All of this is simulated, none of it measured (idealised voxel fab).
Process module in this document: voxel gate over fins
Pictured: cross-section cut, 275 nm wide, on a grid of 5 nm square cells.
When this document writes out a cross-section, it uses a grid of square cells and lists it as bands, beginning at the top and moving down, with a band standing for one or more rows of cells. In this notation a band is specified by the heights of its top and bottom, in that order and in nm, after which its materials appear from left to right, each paired with its width in nm. The word "throughout" attached to a single material means that material fills the band from edge to edge; the word "air" stands for empty space. Heights are reckoned from 0. Under this level, the received wafer is all of one material. The bottommost band is open-ended downward, for example "z 0 and below". Width spec "30 to 40" -> top row of cells at first value, bottom row at second value, equal per-row change in between. Given "nothing different" for a step, no cell of the cross-section differs between before and after that step. Entry "Listed closed voids". Content: empty spaces with no open connection to the top, size 8 cells or greater. Each: width x height at distance. Distance: from left edge. Unit: nm. It should be noted that, on the line of a given step, the content following the step's settings is a remark produced by the simulator itself with respect to that step. The "overlay nm" setting may appear on a step's line; for a step that uses a mask, it gives how far to the right of its planned position the mask lay, and a negative value indicates the left.
Listed below are the process steps as planned
- 1: RECEIVE [material Si]
- 2: CONFORMAL_DEP [material SiN] [thk nm 10]
- 3: MASKED_ETCH [tone cover] [mask id FINS] [width nm 15] [pitch nm 55] [etch materials SiN] [depth nm 10] [overlay nm 0]
- 4: MASKED_ETCH [tone cover] [mask id FINS] [width nm 15] [pitch nm 55] [etch materials Si] [depth nm 35] [overlay nm 0]
- 5: FILL_DEP [material SiO2] [thk nm 10]
- 6: CMP [height nm 10]
- 7: PATTERN [tone open] [mask id RAIL] [material resist] [width nm 15] [thk nm 15] [overlay nm 0]
- 8: DIRECTIONAL_ETCH [etch materials SiO2] [depth nm 40]
- 9: STRIP [etch materials resist]
- 10: CONFORMAL_DEP [material TiN] [thk nm 5]
- 11: FILL_DEP [material W] [thk nm 10]
- 12: CMP [height nm 10]
- 13: SELECTIVE_ETCH [etch materials W Ru TiN] [depth nm 30]
- 14: FILL_DEP [material SiO2] [thk nm 5]
- 15: CMP [height nm 10]
- 16: SELECTIVE_ETCH [etch materials SiO2] [depth nm 25]
- 17: STRIP [etch materials SiN]
- 18: CONFORMAL_DEP [material HfO2] [thk nm 5]
- 19: CONFORMAL_DEP [material TiN] [thk nm 5]
- 20: CONFORMAL_DEP [material TiAl] [thk nm 5]
- 21: CONFORMAL_DEP [material TiN] [thk nm 5]
- 22: FILL_DEP [material W] [thk nm 10]
- 23: CMP [height nm 25]
- 24: CONFORMAL_DEP [material SiN] [thk nm 10]
The following pertains to the first of two wafers, which was processed as planned
Incoming wafer in cross-section (state: after step 1)
  z 0 and below | Si throughout
  Listed closed voids: none
The wafer in cross-section once step 2 is complete
  z 10 to 0 | SiN throughout
  Unchanged below 0.
The wafer in cross-section once step 3 is complete
  z 10 to 0 | air: 100, then SiN: 15, then air: 40, then SiN: 15, then air: 105
  Unchanged below 0.
The wafer in cross-section once step 4 is complete
  z 10 to 0 | air: 100, then SiN: 15, then air: 40, then SiN: 15, then air: 105
  z 0 to -35 | air: 100, then Si: 15, then air: 40, then Si: 15, then air: 105
  Unchanged below -35.
The wafer in cross-section once step 5 is complete
  z 20 to 10 | SiO2 throughout
  z 10 to 0 | SiO2: 100, then SiN: 15, then SiO2: 40, then SiN: 15, then SiO2: 105
  z 0 to -35 | SiO2: 100, then Si: 15, then SiO2: 40, then Si: 15, then SiO2: 105
  Unchanged below -35.
The wafer in cross-section once step 6 is complete
  z 10 to 0 | SiO2: 100, then SiN: 15, then SiO2: 40, then SiN: 15, then SiO2: 105
  Unchanged below 0.
The wafer in cross-section once step 7 is complete
  z 25 to 10 | resist: 125, then air: 15, then resist: 135
  Unchanged below 10.
The wafer in cross-section once step 8 is complete
  z 25 to 10 | resist: 125, then air: 15, then resist: 135
  z 10 to 0 | SiO2: 100, then SiN: 15, then SiO2: 10, then air: 15, then SiO2: 15, then SiN: 15, then SiO2: 105
  z 0 to -30 | SiO2: 100, then Si: 15, then SiO2: 10, then air: 15, then SiO2: 15, then Si: 15, then SiO2: 105
  Unchanged below -30.
The wafer in cross-section once step 9 is complete
  z 10 to 0 | SiO2: 100, then SiN: 15, then SiO2: 10, then air: 15, then SiO2: 15, then SiN: 15, then SiO2: 105
  Unchanged below 0.
The wafer in cross-section once step 10 is complete
  z 15 to 10 | TiN: 130, then air: 5, then TiN: 140
  z 10 to 0 | SiO2: 100, then SiN: 15, then SiO2: 10, then TiN: 5, then air: 5, then TiN: 5, then SiO2: 15, then SiN: 15, then SiO2: 105
  z 0 to -25 | SiO2: 100, then Si: 15, then SiO2: 10, then TiN: 5, then air: 5, then TiN: 5, then SiO2: 15, then Si: 15, then SiO2: 105
  z -25 to -30 | SiO2: 100, then Si: 15, then SiO2: 10, then TiN: 15, then SiO2: 15, then Si: 15, then SiO2: 105
  Unchanged below -30.
The wafer in cross-section once step 11 is complete
  z 25 to 15 | W throughout
  z 15 to 10 | TiN: 130, then W: 5, then TiN: 140
  z 10 to 0 | SiO2: 100, then SiN: 15, then SiO2: 10, then TiN: 5, then W: 5, then TiN: 5, then SiO2: 15, then SiN: 15, then SiO2: 105
  z 0 to -25 | SiO2: 100, then Si: 15, then SiO2: 10, then TiN: 5, then W: 5, then TiN: 5, then SiO2: 15, then Si: 15, then SiO2: 105
  Unchanged below -25.
The wafer in cross-section once step 12 is complete
  z 10 to 0 | SiO2: 100, then SiN: 15, then SiO2: 10, then TiN: 5, then W: 5, then TiN: 5, then SiO2: 15, then SiN: 15, then SiO2: 105
  Unchanged below 0.
The wafer in cross-section once step 13 is complete
  z 10 to 0 | SiO2: 100, then SiN: 15, then SiO2: 10, then air: 15, then SiO2: 15, then SiN: 15, then SiO2: 105
  z 0 to -20 | SiO2: 100, then Si: 15, then SiO2: 10, then air: 15, then SiO2: 15, then Si: 15, then SiO2: 105
  Unchanged below -20.
The wafer in cross-section once step 14 is complete
  z 15 to 10 | SiO2 throughout
  z 10 to 0 | SiO2: 100, then SiN: 15, then SiO2: 40, then SiN: 15, then SiO2: 105
  z 0 to -20 | SiO2: 100, then Si: 15, then SiO2: 40, then Si: 15, then SiO2: 105
  Unchanged below -20.
The wafer in cross-section once step 15 is complete
  z 10 to 0 | SiO2: 100, then SiN: 15, then SiO2: 40, then SiN: 15, then SiO2: 105
  Unchanged below 0.
The wafer in cross-section once step 16 is complete
  z 10 to 0 | air: 100, then SiN: 15, then air: 40, then SiN: 15, then air: 105
  z 0 to -15 | air: 100, then Si: 15, then air: 40, then Si: 15, then air: 105
  Unchanged below -15.
The wafer in cross-section once step 17 is complete
  z 0 to -15 | air: 100, then Si: 15, then air: 40, then Si: 15, then air: 105
  Unchanged below -15.
The wafer in cross-section once step 18 is complete
  z 5 to 0 | air: 95, then HfO2: 25, then air: 30, then HfO2: 25, then air: 100
  z 0 to -10 | air: 95, then HfO2: 5, then Si: 15, then HfO2: 5, then air: 30, then HfO2: 5, then Si: 15, then HfO2: 5, then air: 100
  z -10 to -15 | HfO2: 100, then Si: 15, then HfO2: 40, then Si: 15, then HfO2: 105
  Unchanged below -15.
The wafer in cross-section once step 19 is complete
  z 10 to 5 | air: 90, then TiN: 35, then air: 20, then TiN: 35, then air: 95
  z 5 to 0 | air: 90, then TiN: 5, then HfO2: 25, then TiN: 5, then air: 20, then TiN: 5, then HfO2: 25, then TiN: 5, then air: 95
  z 0 to -5 | air: 90, then TiN: 5, then HfO2: 5, then Si: 15, then HfO2: 5, then TiN: 5, then air: 20, then TiN: 5, then HfO2: 5, then Si: 15, then HfO2: 5, then TiN: 5, then air: 95
  z -5 to -10 | TiN: 95, then HfO2: 5, then Si: 15, then HfO2: 5, then TiN: 30, then HfO2: 5, then Si: 15, then HfO2: 5, then TiN: 100
  Unchanged below -10.
The wafer in cross-section once step 20 is complete
  z 15 to 10 | air: 85, then TiAl: 45, then air: 10, then TiAl: 45, then air: 90
  z 10 to 5 | air: 85, then TiAl: 5, then TiN: 35, then TiAl: 5, then air: 10, then TiAl: 5, then TiN: 35, then TiAl: 5, then air: 90
  z 5 to 0 | air: 85, then TiAl: 5, then TiN: 5, then HfO2: 25, then TiN: 5, then TiAl: 5, then air: 10, then TiAl: 5, then TiN: 5, then HfO2: 25, then TiN: 5, then TiAl: 5, then air: 90
  z 0 to -5 | TiAl: 90, then TiN: 5, then HfO2: 5, then Si: 15, then HfO2: 5, then TiN: 5, then TiAl: 20, then TiN: 5, then HfO2: 5, then Si: 15, then HfO2: 5, then TiN: 5, then TiAl: 95
  Unchanged below -5.
The wafer in cross-section once step 21 is complete
  z 20 to 15 | air: 80, then TiN: 110, then air: 85
  z 15 to 10 | air: 80, then TiN: 5, then TiAl: 45, then TiN: 10, then TiAl: 45, then TiN: 5, then air: 85
  z 10 to 5 | air: 80, then TiN: 5, then TiAl: 5, then TiN: 35, then TiAl: 5, then TiN: 10, then TiAl: 5, then TiN: 35, then TiAl: 5, then TiN: 5, then air: 85
  z 5 to 0 | TiN: 85, then TiAl: 5, then TiN: 5, then HfO2: 25, then TiN: 5, then TiAl: 5, then TiN: 10, then TiAl: 5, then TiN: 5, then HfO2: 25, then TiN: 5, then TiAl: 5, then TiN: 90
  Unchanged below 0.
The wafer in cross-section once step 22 is complete
  z 30 to 20 | W throughout
  z 20 to 15 | W: 80, then TiN: 110, then W: 85
  z 15 to 10 | W: 80, then TiN: 5, then TiAl: 45, then TiN: 10, then TiAl: 45, then TiN: 5, then W: 85
  z 10 to 5 | W: 80, then TiN: 5, then TiAl: 5, then TiN: 35, then TiAl: 5, then TiN: 10, then TiAl: 5, then TiN: 35, then TiAl: 5, then TiN: 5, then W: 85
  Unchanged below 5.
The wafer in cross-section once step 23 is complete
  z 25 to 20 | W throughout
  Unchanged below 20.
The wafer in cross-section once step 24 is complete
  z 35 to 25 | SiN throughout
  Unchanged below 25.
It is to be noted that the second wafer proceeded from the same initial state and according to the same plan as the first, although one mistake was committed in its execution; through step 18, inclusive, the two wafers share an identical history
Look at the second wafer in cross-section at the time step 19 ought to have finished: nothing different
Look at the second wafer in cross-section at the time step 20 ought to have finished
  z 10 to 5 | air: 90, then TiAl: 35, then air: 20, then TiAl: 35, then air: 95
  z 5 to 0 | air: 90, then TiAl: 5, then HfO2: 25, then TiAl: 5, then air: 20, then TiAl: 5, then HfO2: 25, then TiAl: 5, then air: 95
  z 0 to -5 | air: 90, then TiAl: 5, then HfO2: 5, then Si: 15, then HfO2: 5, then TiAl: 5, then air: 20, then TiAl: 5, then HfO2: 5, then Si: 15, then HfO2: 5, then TiAl: 5, then air: 95
  z -5 to -10 | TiAl: 95, then HfO2: 5, then Si: 15, then HfO2: 5, then TiAl: 30, then HfO2: 5, then Si: 15, then HfO2: 5, then TiAl: 100
  Unchanged below -10.
Look at the second wafer in cross-section at the time step 21 ought to have finished
  z 15 to 10 | air: 85, then TiN: 45, then air: 10, then TiN: 45, then air: 90
  z 10 to 5 | air: 85, then TiN: 5, then TiAl: 35, then TiN: 5, then air: 10, then TiN: 5, then TiAl: 35, then TiN: 5, then air: 90
  z 5 to 0 | air: 85, then TiN: 5, then TiAl: 5, then HfO2: 25, then TiAl: 5, then TiN: 5, then air: 10, then TiN: 5, then TiAl: 5, then HfO2: 25, then TiAl: 5, then TiN: 5, then air: 90
  z 0 to -5 | TiN: 90, then TiAl: 5, then HfO2: 5, then Si: 15, then HfO2: 5, then TiAl: 5, then TiN: 20, then TiAl: 5, then HfO2: 5, then Si: 15, then HfO2: 5, then TiAl: 5, then TiN: 95
  Unchanged below -5.
Look at the second wafer in cross-section at the time step 22 ought to have finished
  z 25 to 15 | W throughout
  z 15 to 10 | W: 85, then TiN: 45, then W: 10, then TiN: 45, then W: 90
  z 10 to 5 | W: 85, then TiN: 5, then TiAl: 35, then TiN: 5, then W: 10, then TiN: 5, then TiAl: 35, then TiN: 5, then W: 90
  z 5 to 0 | W: 85, then TiN: 5, then TiAl: 5, then HfO2: 25, then TiAl: 5, then TiN: 5, then W: 10, then TiN: 5, then TiAl: 5, then HfO2: 25, then TiAl: 5, then TiN: 5, then W: 90
  Unchanged below 0.
Look at the second wafer in cross-section at the time step 23 ought to have finished: nothing different
Look at the second wafer in cross-section at the time step 24 ought to have finished
  z 35 to 25 | SiN throughout
  Unchanged below 25.
Deviation noted in wafer processing: step 19 of the plan: omitted, not performed
End of process, cell counts, second wafer against first, materials with more or fewer: -67 TiN, +67 W
